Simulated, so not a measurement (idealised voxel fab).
A process module follows: voxel local oxidation.
For reference, the cross-section in this document is cut, with width 290 nm and square cells of 5 nm.
Each cross-section below is a grid of square cells, stated as bands in top-down order, with one or more rows of cells making up each band. A band entry consists of two parts. The first gives the height of the band's top and the height of its bottom, in nm. The rest lists the band's materials from left to right, each with its width in nm. A single material labelled with the word "full width" fills the band from edge to edge, and the word "air" marks empty space. Convention: height 0 is the level below which the wafer, as received, is all one material. The lowest band does not terminate at the bottom but continues downward, represented as "0 down". Read "30 to 40" as a graded width: first number on top, second number at the bottom, same change between each pair of neighbouring rows. Step marked "all unchanged"? Then no cell in the cross-section changed in it. Look at "Entrapped voids" for the closed voids: empty spaces with no open path to the top, sized 8 cells or up. Each is width x height at distance, distance from the left edge, all nm. Past the settings on a step's line: simulator remark, on that step. "overlay nm" on a masked step: distance the mask lay right of its planned place, negative for left.

### Process steps foreseen in the plan
1 op RECEIVE | material Si
2 op CONFORMAL_DEP | material SiO2 | thk nm 5
3 op CONFORMAL_DEP | material SiN | thk nm 15
4 op MASKED_ETCH | tone cover | mask id ACTIVE | width nm 90 | pitch nm 130 | etch materials SiN | depth nm 15 | overlay nm 0
5 op SELECTIVE_ETCH | etch materials SiO2 | depth nm 5
6 op OXIDIZE | depth nm 15
7 op STRIP | etch materials SiN

### Of two wafers, the first: run according to plan

### As-received wafer cross-section (after step 1)
* 0 down = Si full width
* Entrapped voids: none

### Cross-section: wafer state after step 2
* 5 to 0 = SiO2 full width
* Below a height of 0, the structure has not been altered.

### Cross-section: wafer state after step 3
* 20 to 5 = SiN full width
* Below a height of 5, the structure has not been altered.

### Cross-section: wafer state after step 4
* 20 to 5 = air 35 / SiN 90 / air 40 / SiN 90 / air 35
* Below a height of 5, the structure has not been altered.

### Cross-section: wafer state after step 5
* 20 to 5 = air 35 / SiN 90 / air 40 / SiN 90 / air 35
* 5 to 0 = air 40 / SiO2 80 / air 50 / SiO2 80 / air 40
* Below a height of 0, the structure has not been altered.

### Cross-section: wafer state after step 6
* 20 to 5 = air 35 / SiN 90 / air 40 / SiN 90 / air 35
* 5 to 0 = air 40 / SiO2 80 / air 50 / SiO2 80 / air 40
* 0 to -15 = SiO2 55 / Si 50 / SiO2 80 / Si 50 / SiO2 55
* Below a height of -15, the structure has not been altered.

### Cross-section: wafer state after step 7
* 5 to 0 = air 40 / SiO2 80 / air 50 / SiO2 80 / air 40
* Below a height of 0, the structure has not been altered.

### Second wafer: same start and same plan as the first, one execution error; identical to the first through step 3

### At the planned end of step 4, the second wafer in cross-section
* 20 to 5 = air 40 / SiN 85 / air 45 / SiN 85 / air 35
* Below a height of 5, the structure has not been altered.

### At the planned end of step 5, the second wafer in cross-section
* 20 to 5 = air 40 / SiN 85 / air 45 / SiN 85 / air 35
* 5 to 0 = air 45 / SiO2 75 / air 55 / SiO2 75 / air 40
* Below a height of 0, the structure has not been altered.

### At the planned end of step 6, the second wafer in cross-section
* 20 to 5 = air 40 / SiN 85 / air 45 / SiN 85 / air 35
* 5 to 0 = air 45 / SiO2 75 / air 55 / SiO2 75 / air 40
* 0 to -15 = SiO2 60 / Si 45 / SiO2 85 / Si 45 / SiO2 55
* Below a height of -15, the structure has not been altered.

### At the planned end of step 7, the second wafer in cross-section
* 5 to 0 = air 45 / SiO2 75 / air 55 / SiO2 75 / air 40
* Below a height of 0, the structure has not been altered.
Processing error: step 4 changed vs plan, executed as op MASKED_ETCH | tone cover | mask id ACTIVE | width nm 85 | pitch nm 130 | etch materials SiN | depth nm 15 | overlay nm 0
The final cell counts differ between the wafers, with the second having more or fewer of some materials than the first: -6 Si | +4 SiO2
